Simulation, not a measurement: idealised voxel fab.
process module | voxel capacitor over wiring
cross-section cut | 165 nm wide | cells 5 nm
A cross-section is a grid of square cells, given in bands from the top down. A band is one or more rows of cells.
Each band's line starts with the height of the band's top and of its bottom, in nm. Then come its materials from left to right, each with its width in nm. One material with "throughout" fills the band from edge to edge. "air" is empty space.
Height 0 is the level under which the wafer as received is all one material. The lowest band goes on downwards, as in "0 down".
A width such as "30 to 40" changes by the same amount from each row of cells to the next, from the band's top row to its bottom row.
"no change" after a step means that no cell of the cross-section changed.
closed voids: empty space of 8 cells or more with no open way to the top, each as width x height at its distance from the left edge, in nm
after a step's settings: what the simulator itself notes on the step
overlay nm, on a step with a mask: how far to the right of its planned place the mask lay; to the left if negative
plan
1 op RECEIVE | material Si
2 op CONFORMAL_DEP | material SiO2 | thk nm 15
3 op CONFORMAL_DEP | material SiN | thk nm 5
4 op DIRECTIONAL_DEP | material lowk | thk nm 20
5 op PATTERN | tone open | mask id METAL_1 | material resist | width nm 25 | pitch nm 90 | thk nm 15 | overlay nm 0
6 op DIRECTIONAL_ETCH | etch materials lowk | depth nm 20
7 op DIRECTIONAL_ETCH | etch materials SiN | depth nm 5
8 op STRIP | etch materials resist
9 op CONFORMAL_DEP | material TiN | thk nm 5
10 op FILL_DEP | material W | thk nm 10
11 op CMP | height nm 40
12 op CONFORMAL_DEP | material SiCN | thk nm 5
13 op DIRECTIONAL_DEP | material SiO2 | thk nm 15
14 op MASKED_ETCH | tone open | mask id PLUG_1 | width nm 15 | etch materials SiO2 | depth nm 15 | overlay nm 0
15 op MASKED_ETCH | tone open | mask id PLUG_1 | width nm 15 | etch materials SiCN | depth nm 5 | overlay nm 0
16 op EPI | material Ru | thk nm 10
17 op EPI | material Ru | thk nm 10
18 op DIRECTIONAL_DEP | material TiN | thk nm 10
19 op DIRECTIONAL_DEP | material SiN | thk nm 5
20 op DIRECTIONAL_DEP | material TiN | thk nm 10
21 op PATTERN | tone cover | mask id UPPER_PLATE | material resist | width nm 70 | thk nm 20 | overlay nm 0
22 op DIRECTIONAL_ETCH | etch materials TiN | depth nm 10
23 op DIRECTIONAL_ETCH | etch materials SiN | depth nm 5
24 op STRIP | etch materials resist
25 op MASKED_ETCH | tone cover | mask id LOWER_PLATE | width nm 80 | etch materials TiN | depth nm 10 | overlay nm 0
26 op FILL_DEP | material SiO2 | thk nm 20
27 op CMP | height nm 100
28 op DIRECTIONAL_DEP | material aC | thk nm 15
29 op PATTERN | tone open | mask id PLUG_2 | material resist | width nm 15 | thk nm 35 | overlay nm 0
30 op DIRECTIONAL_ETCH | etch materials aC | depth nm 15
31 op STRIP | etch materials resist
32 op DIRECTIONAL_ETCH | etch materials SiO2 | depth nm 15
33 op STRIP | etch materials aC
34 op CONFORMAL_DEP | material TiN | thk nm 5
35 op FILL_DEP | material Ru | thk nm 10
36 op CMP | height nm 100
37 op CONFORMAL_DEP | material SiCN | thk nm 5
as received, after step 1
  0 down: Si throughout
  closed voids: none
first wafer at the end, as planned
  105 to 100: SiCN throughout
  100 to 90: SiO2 45 | TiN 5 | Ru 5 | TiN 5 | SiO2 105
  90 to 85: SiO2 45 | TiN 15 | SiO2 105
  85 to 75: SiO2 35 | TiN 70 | SiO2 60
  75 to 70: SiO2 35 | SiN 70 | SiO2 60
  70 to 60: SiO2 30 | TiN 80 | SiO2 55
  60 to 45: SiO2 35 | Ru 15 | SiO2 115
  45 to 40: SiCN 35 | Ru 15 | SiCN 115
  40 to 20: lowk 25 | TiN 5 | W 15 | TiN 5 | lowk 65 | TiN 5 | W 15 | TiN 5 | lowk 25
  20 to 15: SiN 25 | TiN 25 | SiN 65 | TiN 25 | SiN 25
  15 to 0: SiO2 throughout
  0 down: Si throughout
  closed voids: none
second wafer at the end: like start, like plan, one mistake
  105 to 100: SiCN throughout
  100 to 95: SiO2 45 | TiN 15 | SiO2 105
  95 to 85: SiO2 35 | TiN 25 | SiO2 105
  85 to 80: SiO2 35 | SiN 25 | TiN 45 | SiO2 60
  80 to 75: SiO2 30 | TiN 75 | SiO2 60
  75 to 70: SiO2 30 | TiN 30 | SiN 45 | SiO2 60
  70 to 60: SiO2 25 | Ru 35 | TiN 50 | SiO2 55
  60 to 45: SiO2 35 | Ru 15 | SiO2 115
  45 to 40: SiCN 35 | Ru 15 | SiCN 115
  40 to 20: lowk 25 | TiN 5 | W 15 | TiN 5 | lowk 65 | TiN 5 | W 15 | TiN 5 | lowk 25
  20 to 15: SiN 25 | TiN 25 | SiN 65 | TiN 25 | SiN 25
  15 to 0: SiO2 throughout
  0 down: Si throughout
  closed voids: none
what went wrong: one of the steps 16 and 17, which are alike, was run twice
at the end the second wafer has, in cells: 12 more of Ru | 8 fewer of SiO2 | 4 fewer of TiN
